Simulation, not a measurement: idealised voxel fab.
The following is a process module called voxel self aligned vias.
Square cell edge 5 nm, section width 265 nm, ID cut.
For the purposes of this document, a cross-section shall be understood as a grid of square cells, specified as bands listed in top-to-bottom order, each band consisting of one or more rows of cells.
For a band, the entry starts with two heights in nm, that of the top and then that of the bottom, and carries on with the band's materials in order from left to right, each alongside its width in nm; the word "full width" beside a single material means it fills the band edge to edge, and "blank" means empty space.
We count height from 0. Below that, the starting wafer is all one material. The lowest band never ends at the bottom but goes on down; see "top 0, no bottom" for how that is written.
The two numbers in a width such as "30->40" mark its ends across the band: the first belongs to the top row of cells, the second to the bottom row, and from each row to the next the width moves by the same amount.
The designation "remains unaltered", where it is given for a processing step, indicates that no cell of the cross-section was altered in the course of that step.
"Listed closed voids" means: voids of 8 cells or more that are shut off from the top with no open way through. Written width x height at distance, distance from the left edge, in nm.
That trailing text on a step's line, after the settings, is the simulator's own remark on the step.
"overlay nm" denotes, for a step that has a mask, the displacement of the mask to the right of its planned place, with negative values corresponding to the left.
Below is the list of planned process steps
- 1: RECEIVE (material Si)
- 2: CONFORMAL_DEP (material SiO2; thk nm 15)
- 3: CONFORMAL_DEP (material SiCN; thk nm 5)
- 4: DIRECTIONAL_DEP (material SiO2; thk nm 30)
- 5: MASKED_ETCH (tone open; mask id LINES; width nm 25; pitch nm 70; etch materials SiO2; depth nm 30; overlay nm 0)
- 6: CONFORMAL_DEP (material TiN; thk nm 5)
- 7: FILL_DEP (material W; thk nm 10)
- 8: CMP (height nm 50)
- 9: SELECTIVE_ETCH (etch materials W Ru TiN; depth nm 10)
- 10: FILL_DEP (material SiN; thk nm 10)
- 11: CMP (height nm 40)
- 12: DIRECTIONAL_DEP (material SiO2; thk nm 15)
- 13: DIRECTIONAL_DEP (material aC; thk nm 10)
- 14: PATTERN (tone open; mask id VIAS; material resist; width nm 45; pitch nm 70; thk nm 25; overlay nm 0)
- 15: DIRECTIONAL_ETCH (etch materials aC; depth nm 10)
- 16: STRIP (etch materials resist)
- 17: DIRECTIONAL_ETCH (etch materials SiO2; depth nm 15)
- 18: DIRECTIONAL_ETCH (etch materials SiN; depth nm 10)
- 19: STRIP (etch materials aC)
- 20: CONFORMAL_DEP (material TiN; thk nm 5)
- 21: FILL_DEP (material W; thk nm 10)
- 22: CMP (height nm 65)
- 23: CONFORMAL_DEP (material SiCN; thk nm 5)
Heads up: all these wafers start the same, and what changes between them is the height nm in step 11. The value you see in the plan is just what the first wafer got.
Received wafers, first of several: cross-section after step 1
    top 0, no bottom  Si full width
    Listed closed voids: none
Cross-sectional representation of the first of several wafers at the end of the module, i.e. after its terminal step, step 23
    top 70, bottom 65  SiCN full width
    top 65, bottom 60  W full width
    top 60, bottom 55  TiN 45 nm | W 35 nm | TiN 35 nm | W 35 nm | TiN 35 nm | W 35 nm | TiN 45 nm
    top 55, bottom 45  SiO2 40 nm | TiN 5 nm | W 35 nm | TiN 5 nm | SiO2 25 nm | TiN 5 nm | W 35 nm | TiN 5 nm | SiO2 25 nm | TiN 5 nm | W 35 nm | TiN 5 nm | SiO2 40 nm
    top 45, bottom 40  SiO2 40 nm | TiN 45 nm | SiO2 25 nm | TiN 45 nm | SiO2 25 nm | TiN 45 nm | SiO2 40 nm
    top 40, bottom 25  SiO2 50 nm | TiN 5 nm | W 15 nm | TiN 5 nm | SiO2 45 nm | TiN 5 nm | W 15 nm | TiN 5 nm | SiO2 45 nm | TiN 5 nm | W 15 nm | TiN 5 nm | SiO2 50 nm
    top 25, bottom 20  SiO2 50 nm | TiN 25 nm | SiO2 45 nm | TiN 25 nm | SiO2 45 nm | TiN 25 nm | SiO2 50 nm
    top 20, bottom 15  SiCN full width
    top 15, bottom 0  SiO2 full width
    top 0, no bottom  Si full width
    Listed closed voids: none
Showing the last wafer in cross-section at the end of the module
    top 70, bottom 65  SiCN full width
    top 65, bottom 60  SiO2 40 nm | TiN 5 nm | W 35 nm | TiN 5 nm | SiO2 25 nm | TiN 5 nm | W 35 nm | TiN 5 nm | SiO2 25 nm | TiN 5 nm | W 35 nm | TiN 5 nm | SiO2 40 nm
    top 60, bottom 55  SiN 40 nm | TiN 5 nm | W 35 nm | TiN 5 nm | SiN 25 nm | TiN 5 nm | W 35 nm | TiN 5 nm | SiN 25 nm | TiN 5 nm | W 35 nm | TiN 5 nm | SiN 40 nm
    top 55, bottom 50  SiN 40 nm | TiN 45 nm | SiN 25 nm | TiN 45 nm | SiN 25 nm | TiN 45 nm | SiN 40 nm
    top 50, bottom 40  SiO2 50 nm | SiN 25 nm | SiO2 45 nm | SiN 25 nm | SiO2 45 nm | SiN 25 nm | SiO2 50 nm
    top 40, bottom 25  SiO2 50 nm | TiN 5 nm | W 15 nm | TiN 5 nm | SiO2 45 nm | TiN 5 nm | W 15 nm | TiN 5 nm | SiO2 45 nm | TiN 5 nm | W 15 nm | TiN 5 nm | SiO2 50 nm
    top 25, bottom 20  SiO2 50 nm | TiN 25 nm | SiO2 45 nm | TiN 25 nm | SiO2 45 nm | TiN 25 nm | SiO2 50 nm
    top 20, bottom 15  SiCN full width
    top 15, bottom 0  SiO2 full width
    top 0, no bottom  Si full width
    Listed closed voids: none
Below, a row for every wafer. Read it as the end-of-module picture: for each material the wafer shows its cells gained (+) or lost (-) since it was received, and then its closed voids
height nm 40, +106 SiCN, +389 SiO2, +104 TiN, +143 W, Listed closed voids: none
height nm 45, +106 SiCN, +427 SiO2, +110 TiN, +99 W, Listed closed voids: none
height nm 50, +106 SiCN, +465 SiO2, +84 TiN, +87 W, Listed closed voids: none
height nm 55, +106 SiCN, +41 SiN, +439 SiO2, +78 TiN, +78 W, Listed closed voids: none
height nm 60, +106 SiCN, +82 SiN, +413 SiO2, +72 TiN, +69 W, Listed closed voids: none
